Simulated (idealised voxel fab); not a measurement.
The name of this process module is voxel transistor to metal.
Xsec cut, 300 nm wide, square cell size 5 nm.
A cross-section in this document is a grid of square cells, and it is written down as bands, the top band listed before the ones below it; a band is made up of one or more rows of cells.
It is stipulated that each band's entry specify, in nanometres, the height of the top of the band and then that of its bottom, followed by the materials of the band in left-to-right sequence, each together with its width in nanometres. A single material marked by the word "all across" is understood to fill the band from edge to edge; the word "empty" is understood to denote empty space.
Heights are expressed relative to 0, this being the level below which the as-received wafer comprises one material exclusively. The lowest band is unbounded in the downward direction and is denoted as in "from 0 down".
Note: "30 to 40" means the width goes from the first number (top row of the band) to the second number (bottom row) in equal steps per row of cells.
Where a step carries "left unchanged", the cross-section came out of it unchanged, cell for cell.
You'll see "Enclosed voids" listing empty spaces that have no way open to the top, as long as they're 8 cells or more; the notation is width x height at distance, where the distance is from the left edge, and all of it is in nm.
That trailing text on a step's line, after the settings, is the simulator's own remark on the step.
overlay nm: on a step with a mask, how far right of its planned place the mask lay; negative means left.

PROCESS STEPS (PLANNED)
1. RECEIVE (material Si)
2. CONFORMAL_DEP (material SiO2; thk nm 5)
3. CONFORMAL_DEP (material SiN; thk nm 15)
4. PATTERN (tone cover; mask id ACTIVE; material resist; width nm 115; pitch nm 145; thk nm 20; overlay nm 0)
5. DIRECTIONAL_ETCH (etch materials SiN; depth nm 15)
6. DIRECTIONAL_ETCH (etch materials SiO2; depth nm 5)
7. DIRECTIONAL_ETCH (etch materials Si; depth nm 25)
8. STRIP (etch materials resist)
9. OXIDIZE (depth nm 5)
10. FILL_DEP (material SiO2; thk nm 10)
11. CMP (height nm 20)
12. SELECTIVE_ETCH (etch materials SiO2; depth nm 5)
13. STRIP (etch materials SiN)
14. SELECTIVE_ETCH (etch materials SiO2; depth nm 5)
15. OXIDIZE (depth nm 5)
16. DIRECTIONAL_DEP (material polySi; thk nm 25)
17. DIRECTIONAL_DEP (material SiCN; thk nm 10)
18. MASKED_ETCH (tone cover; mask id GATE; width nm 25; pitch nm 145; etch materials SiCN; depth nm 20; overlay nm 0)
19. MASKED_ETCH (tone cover; mask id GATE; width nm 25; pitch nm 145; etch materials polySi; depth nm 35; overlay nm 0)
20. CONFORMAL_DEP (material SiN; thk nm 10)
21. DIRECTIONAL_ETCH (etch materials SiN; depth nm 10)
22. DIRECTIONAL_ETCH (etch materials SiO2; depth nm 5)
23. DIRECTIONAL_ETCH (etch materials Si; depth nm 15)
24. EPI (material nSi; thk nm 20)
25. FILL_DEP (material SiO2; thk nm 10)
26. CMP (height nm 35)
27. DIRECTIONAL_DEP (material SiO2; thk nm 10)
28. MASKED_ETCH (tone open; mask id CONTACT; width nm 30; etch materials SiO2; depth nm 45; overlay nm 0)
29. CONFORMAL_DEP (material TiN; thk nm 5)
30. FILL_DEP (material Ru; thk nm 5)
31. CMP (height nm 45)
32. DIRECTIONAL_DEP (material TiN; thk nm 5)
33. DIRECTIONAL_DEP (material W; thk nm 15)
34. PATTERN (tone cover; mask id METAL_1; material resist; width nm 20; thk nm 15; overlay nm 0)
35. DIRECTIONAL_ETCH (etch materials W; depth nm 15)
36. DIRECTIONAL_ETCH (etch materials TiN; depth nm 5)
37. STRIP (etch materials resist)
38. FILL_DEP (material lowk; thk nm 10)
39. CMP (height nm 65)
40. CONFORMAL_DEP (material SiCN; thk nm 5)
41. DIRECTIONAL_DEP (material SiO2; thk nm 30)
42. PATTERN (tone open; mask id METAL_2_HOLES; material resist; width nm 15; pitch nm 145; thk nm 20; overlay nm 0)
43. DIRECTIONAL_ETCH (etch materials SiO2; depth nm 30)
44. STRIP (etch materials resist)
45. PATTERN (tone open; mask id METAL_2; material resist; width nm 20; pitch nm 145; thk nm 20; overlay nm 0)
46. DIRECTIONAL_ETCH (etch materials SiO2; depth nm 15)
47. DIRECTIONAL_ETCH (etch materials SiCN; depth nm 5)
48. STRIP (etch materials resist)
49. CONFORMAL_DEP (material TiN; thk nm 5)
50. FILL_DEP (material Cu; thk nm 5)
51. CMP (height nm 100)
52. CONFORMAL_DEP (material SiCN; thk nm 5)

WAFER AS RECEIVED: CROSS-SECTION FOLLOWING STEP 1
    from 0 down = Si all across
    Enclosed voids: none

THE FOLLOWING CROSS-SECTION DEPICTS THE WAFER UPON CONCLUSION OF THE MODULE. PROCESSING COMMENCED FROM THE STARTING CONDITION ILLUSTRATED ABOVE AND ADHERED TO THE PLAN ILLUSTRATED ABOVE, SAVE FOR ONE MISTAKE IN EXECUTION
    from 105 to 100 = SiCN all across
    from 100 to 90 = 30 nm SiO2 / 5 nm TiN / 10 nm Cu / 5 nm TiN / 125 nm SiO2 / 5 nm TiN / 10 nm Cu / 5 nm TiN / 105 nm SiO2
    from 90 to 85 = 30 nm SiO2 / 5 nm TiN / 5 nm Cu / 10 nm TiN / 125 nm SiO2 / 5 nm TiN / 5 nm Cu / 10 nm TiN / 105 nm SiO2
    from 85 to 70 = 30 nm SiO2 / 5 nm TiN / 5 nm Cu / 5 nm TiN / 130 nm SiO2 / 5 nm TiN / 5 nm Cu / 5 nm TiN / 110 nm SiO2
    from 70 to 65 = 30 nm SiCN / 15 nm TiN / 130 nm SiCN / 15 nm TiN / 110 nm SiCN
    from 65 to 50 = 30 nm lowk / 20 nm W / 55 nm lowk / 20 nm W / 50 nm lowk / 20 nm W / 55 nm lowk / 20 nm W / 30 nm lowk
    from 50 to 45 = 30 nm lowk / 20 nm TiN / 55 nm lowk / 20 nm TiN / 50 nm lowk / 20 nm TiN / 55 nm lowk / 20 nm TiN / 30 nm lowk
    from 45 to 35 = 30 nm SiO2 / 5 nm TiN / 20 to 15 nm Ru / 5 to 10 nm TiN / 35 nm SiO2 / 5 to 10 nm TiN / 20 to 15 nm Ru / 5 nm TiN / 50 nm SiO2 / 5 nm TiN / 20 to 15 nm Ru / 5 to 10 nm TiN / 35 nm SiO2 / 5 to 10 nm TiN / 20 to 15 nm Ru / 5 nm TiN / 30 nm SiO2
    from 35 to 30 = 30 nm SiO2 / 5 nm TiN / 15 nm Ru / 5 nm TiN / 10 nm SiN / 25 nm SiCN / 10 nm SiN / 5 nm TiN / 15 nm Ru / 5 nm TiN / 50 nm SiO2 / 5 nm TiN / 15 nm Ru / 5 nm TiN / 10 nm SiN / 25 nm SiCN / 10 nm SiN / 5 nm TiN / 15 nm Ru / 5 nm TiN / 30 nm SiO2
    from 30 to 25 = 30 nm SiO2 / 5 nm TiN / 15 nm Ru / 5 nm TiN / 10 nm SiN / 25 nm polySi / 10 nm SiN / 5 nm TiN / 15 nm Ru / 5 nm TiN / 50 nm SiO2 / 5 nm TiN / 15 nm Ru / 5 nm TiN / 10 nm SiN / 25 nm polySi / 10 nm SiN / 5 nm TiN / 15 nm Ru / 5 nm TiN / 30 nm SiO2
    from 25 to 20 = 30 nm SiO2 / 25 nm TiN / 10 nm SiN / 25 nm polySi / 10 nm SiN / 25 nm TiN / 50 nm SiO2 / 25 nm TiN / 10 nm SiN / 25 nm polySi / 10 nm SiN / 25 nm TiN / 30 nm SiO2
    from 20 to 10 = 20 nm SiO2 / 35 nm nSi / 10 nm SiN / 25 nm polySi / 10 nm SiN / 35 nm nSi / 30 nm SiO2 / 35 nm nSi / 10 nm SiN / 25 nm polySi / 10 nm SiN / 35 nm nSi / 20 nm SiO2
    from 10 to 5 = 20 nm SiO2 / 10 nm SiN / 25 nm nSi / 10 nm SiN / 25 nm polySi / 10 nm SiN / 25 nm nSi / 10 nm SiN / 30 nm SiO2 / 10 nm SiN / 25 nm nSi / 10 nm SiN / 25 nm polySi / 10 nm SiN / 25 nm nSi / 10 nm SiN / 20 nm SiO2
    from 5 to 0 = 30 nm SiO2 / 25 nm nSi / 45 nm SiO2 / 25 nm nSi / 50 nm SiO2 / 25 nm nSi / 45 nm SiO2 / 25 nm nSi / 30 nm SiO2
    from 0 to -15 = 25 nm SiO2 / 5 nm Si / 25 nm nSi / 45 nm Si / 25 nm nSi / 5 nm Si / 40 nm SiO2 / 5 nm Si / 25 nm nSi / 45 nm Si / 25 nm nSi / 5 nm Si / 25 nm SiO2
    from -15 to -30 = 25 nm SiO2 / 105 nm Si / 40 nm SiO2 / 105 nm Si / 25 nm SiO2
    from -30 down = Si all across
    Enclosed voids: none
Which mistake was made when the wafer was run? the processing plan was not followed for steps 13 and 14, which were run with their positions exchanged
